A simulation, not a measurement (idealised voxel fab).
Process module heading - voxel transistor to metal
For reference, the cross-section in this document is cut, with width 215 nm and square cells of 5 nm.
A cross-section is written here as square cells arranged in a grid, and it is given in bands from the top down, each band taking up one or more rows of cells. In this notation a band is specified by the heights of its top and bottom, in that order and in nm, after which its materials appear from left to right, each paired with its width in nm. The word "full width" attached to a single material means that material fills the band from edge to edge; the word "air" stands for empty space. Measure heights from 0. That's the level where, below it, the as-received wafer is all one material. The lowest band is bottomless and extends downward; write it as in "z 0 and below". A width given as "30 to 40" starts at the first number in the band's top row and ends at the second number in its bottom row, shifting by an equal amount at every step from row to row. What does "no change occurred" mean for a step? It means no cell of the cross-section changed in that step. If an empty space has no open way to the top and is at least 8 cells in size, "Closed void table" lists it, written width x height at distance, where distance is measured from the left edge and every value is in nm. Read whatever lies past the settings on a step's line as the simulator's own remark about the step. Regarding "overlay nm": on a step with a mask, it is the distance the mask lay to the right of its planned place; a negative value places it to the left.
[Planned step list for the process]
- 1: RECEIVE with material Si
- 2: CONFORMAL_DEP with material SiO2, thk nm 5
- 3: CONFORMAL_DEP with material SiN, thk nm 15
- 4: MASKED_ETCH with tone cover, mask id ACTIVE, width nm 110, etch materials SiN, depth nm 15, overlay nm 0
- 5: MASKED_ETCH with tone cover, mask id ACTIVE, width nm 110, etch materials SiO2, depth nm 5, overlay nm 0
- 6: MASKED_ETCH with tone cover, mask id ACTIVE, width nm 110, etch materials Si, depth nm 25, overlay nm 0
- 7: OXIDIZE with depth nm 5
- 8: FILL_DEP with material SiO2, thk nm 15
- 9: CMP with height nm 20
- 10: SELECTIVE_ETCH with etch materials SiO2, depth nm 15
- 11: STRIP with etch materials SiN
- 12: SELECTIVE_ETCH with etch materials SiO2, depth nm 5
- 13: OXIDIZE with depth nm 5
- 14: DIRECTIONAL_DEP with material polySi, thk nm 30
- 15: DIRECTIONAL_DEP with material SiCN, thk nm 15
- 16: DIRECTIONAL_DEP with material aC, thk nm 15
- 17: PATTERN with tone cover, mask id GATE, material resist, width nm 20, thk nm 30, overlay nm 0
- 18: DIRECTIONAL_ETCH with etch materials aC, depth nm 15
- 19: STRIP with etch materials resist
- 20: DIRECTIONAL_ETCH with etch materials SiCN, depth nm 25
- 21: DIRECTIONAL_ETCH with etch materials polySi, depth nm 40
- 22: STRIP with etch materials aC
- 23: CONFORMAL_DEP with material SiO2, thk nm 5
- 24: DIRECTIONAL_ETCH with etch materials SiO2, depth nm 5
- 25: CONFORMAL_DEP with material SiN, thk nm 5
- 26: DIRECTIONAL_ETCH with etch materials SiN, depth nm 5
- 27: DIRECTIONAL_ETCH with etch materials SiO2, depth nm 5
- 28: DIRECTIONAL_ETCH with etch materials Si, depth nm 5
- 29: EPI with material pSi, thk nm 5
- 30: FILL_DEP with material SiO2, thk nm 5
- 31: CMP with height nm 30
- 32: STRIP with etch materials polySi
- 33: SELECTIVE_ETCH with etch materials SiO2, depth nm 5
- 34: CONFORMAL_DEP with material HfO2, thk nm 5
- 35: CONFORMAL_DEP with material TiN, thk nm 5
- 36: FILL_DEP with material W, thk nm 5
- 37: CMP with height nm 25
- 38: DIRECTIONAL_DEP with material SiO2, thk nm 15
- 39: DIRECTIONAL_DEP with material aC, thk nm 15
- 40: PATTERN with tone open, mask id CONTACT, material resist, width nm 20, pitch nm 80, thk nm 30, overlay nm 0
- 41: DIRECTIONAL_ETCH with etch materials aC, depth nm 15
- 42: STRIP with etch materials resist
- 43: DIRECTIONAL_ETCH with etch materials SiO2, depth nm 45
- 44: STRIP with etch materials aC
- 45: CONFORMAL_DEP with material TiN, thk nm 5
- 46: FILL_DEP with material W, thk nm 10
- 47: CMP with height nm 40
- 48: DIRECTIONAL_DEP with material TiN, thk nm 5
- 49: DIRECTIONAL_DEP with material Ru, thk nm 20
- 50: DIRECTIONAL_DEP with material aC, thk nm 10
- 51: PATTERN with tone cover, mask id METAL_1, material resist, width nm 20, pitch nm 80, thk nm 25, overlay nm 0
- 52: DIRECTIONAL_ETCH with etch materials aC, depth nm 10
- 53: STRIP with etch materials resist
- 54: DIRECTIONAL_ETCH with etch materials Ru, depth nm 20
- 55: DIRECTIONAL_ETCH with etch materials TiN, depth nm 5
- 56: STRIP with etch materials aC
- 57: CONFORMAL_DEP with material SiCN, thk nm 5
- 58: FILL_DEP with material SiO2, thk nm 10
- 59: CMP with height nm 65
- 60: CONFORMAL_DEP with material SiCN, thk nm 5
The width nm used in step 17 is not the same on every wafer, whereas the starting condition is; the value printed in the plan is the first wafer's.
[The first of several wafers, as received after step 1, seen in section]
  z 0 and below | Si full width
  Closed void table: none
[The table below has one row for each wafer; a row shows, as of the end of the module, how many cells of each material the wafer has gained, marked (+), or lost, marked (-), since it was received, and then the wafer's closed voids]
width nm 20, +16 HfO2, +32 Ru, -170 Si, +94 SiCN, +10 SiN, +506 SiO2, +60 TiN, +40 W, +14 pSi, Closed void table: none
width nm 25, +17 HfO2, +32 Ru, -169 Si, +94 SiCN, +10 SiN, +500 SiO2, +61 TiN, +44 W, +13 pSi, Closed void table: none
width nm 30, +18 HfO2, +32 Ru, -168 Si, +94 SiCN, +10 SiN, +494 SiO2, +62 TiN, +48 W, +12 pSi, Closed void table: none
width nm 35, +19 HfO2, +32 Ru, -167 Si, +94 SiCN, +10 SiN, +489 SiO2, +63 TiN, +51 W, +11 pSi, Closed void table: none
width nm 40, +20 HfO2, +32 Ru, -166 Si, +94 SiCN, +10 SiN, +484 SiO2, +64 TiN, +54 W, +10 pSi, Closed void table: none
width nm 45, +21 HfO2, +32 Ru, -165 Si, +94 SiCN, +10 SiN, +484 SiO2, +65 TiN, +52 W, +9 pSi, Closed void table: none
